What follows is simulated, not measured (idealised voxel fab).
The document below concerns the process module designated voxel ribs on slabs.
We display cut, a cross-section 155 nm in width whose square cells are each 5 nm.
Throughout this document, each cross-section is represented as a grid of square cells and is presented as a sequence of bands enumerated from the top downward, where a band comprises one or more rows of cells.
Quick guide to a band line: top height, bottom height (nm) up front; then every material left to right with its width in nm. Only one material and it's marked "full width"? Then it fills the band edge to edge. And "empty" just means empty space.
Basically, 0 is our baseline, since under it the wafer straight out of the box is all one material. The bottom band has no lower end and keeps on going down, so it looks like "0 and below".
When a width is written as two numbers, as in "30->40", the first number is the width in the top row of cells of the band and the second is the width in its bottom row, and the width changes by the same amount from each row to the next.
"stayed the same" after a step means that no cell of the cross-section changed.
Voids not open to the top, 8 cells minimum: see "Enclosed internal voids". Written width x height at distance; distance is from the left edge; nm.
If you see something after the settings on a step's line, that's the simulator's own remark about that step.
You can add "overlay nm" to a step's line. For a step with a mask, it describes how far the mask lay to the right of its planned position, and a negative number describes a lay to the left.

# Set out below are the planned steps of the process
1: RECEIVE [material Si]
2: DIRECTIONAL_DEP [material SiO2] [thk nm 25]
3: DIRECTIONAL_DEP [material SiN] [thk nm 20]
4: PATTERN [tone cover] [mask id RIB] [material resist] [width nm 20] [thk nm 20] [overlay nm 0]
5: DIRECTIONAL_ETCH [etch materials SiN] [depth nm 10]
6: STRIP [etch materials resist]
7: MASKED_ETCH [tone cover] [mask id SLAB] [width nm 60] [etch materials SiN] [depth nm 10] [overlay nm 0]
8: FILL_DEP [material SiO2] [thk nm 25]
9: CMP [height nm 60]
10: DIRECTIONAL_DEP [material TiN] [thk nm 5]
11: MASKED_ETCH [tone cover] [mask id HEATER] [width nm 30] [etch materials TiN] [depth nm 5] [overlay nm 0]
12: CONFORMAL_DEP [material SiO2] [thk nm 5]

# Cross-section of the wafer as it came to us, i.e., already through step 1
> 0 and below = Si full width
> Enclosed internal voids: none

# This is how the wafer looks in cross-section once the module is done, given the starting state and plan above and one mistake in carrying the plan out
> 70 down to 65 = 55 nm empty  40 nm SiO2  60 nm empty
> 65 down to 60 = 60 nm SiO2  30 nm TiN  65 nm SiO2
> 60 down to 55 = SiO2 full width
> 55 down to 45 = 65 nm SiO2  20 nm SiN  70 nm SiO2
> 45 down to 35 = 45 nm SiO2  60 nm SiN  50 nm SiO2
> 35 down to 0 = SiO2 full width
> 0 and below = Si full width
> Enclosed internal voids: none
what went wrong: step 2 was run on a setting that differed from the plan, and what really ran there is DIRECTIONAL_DEP [material SiO2] [thk nm 35]
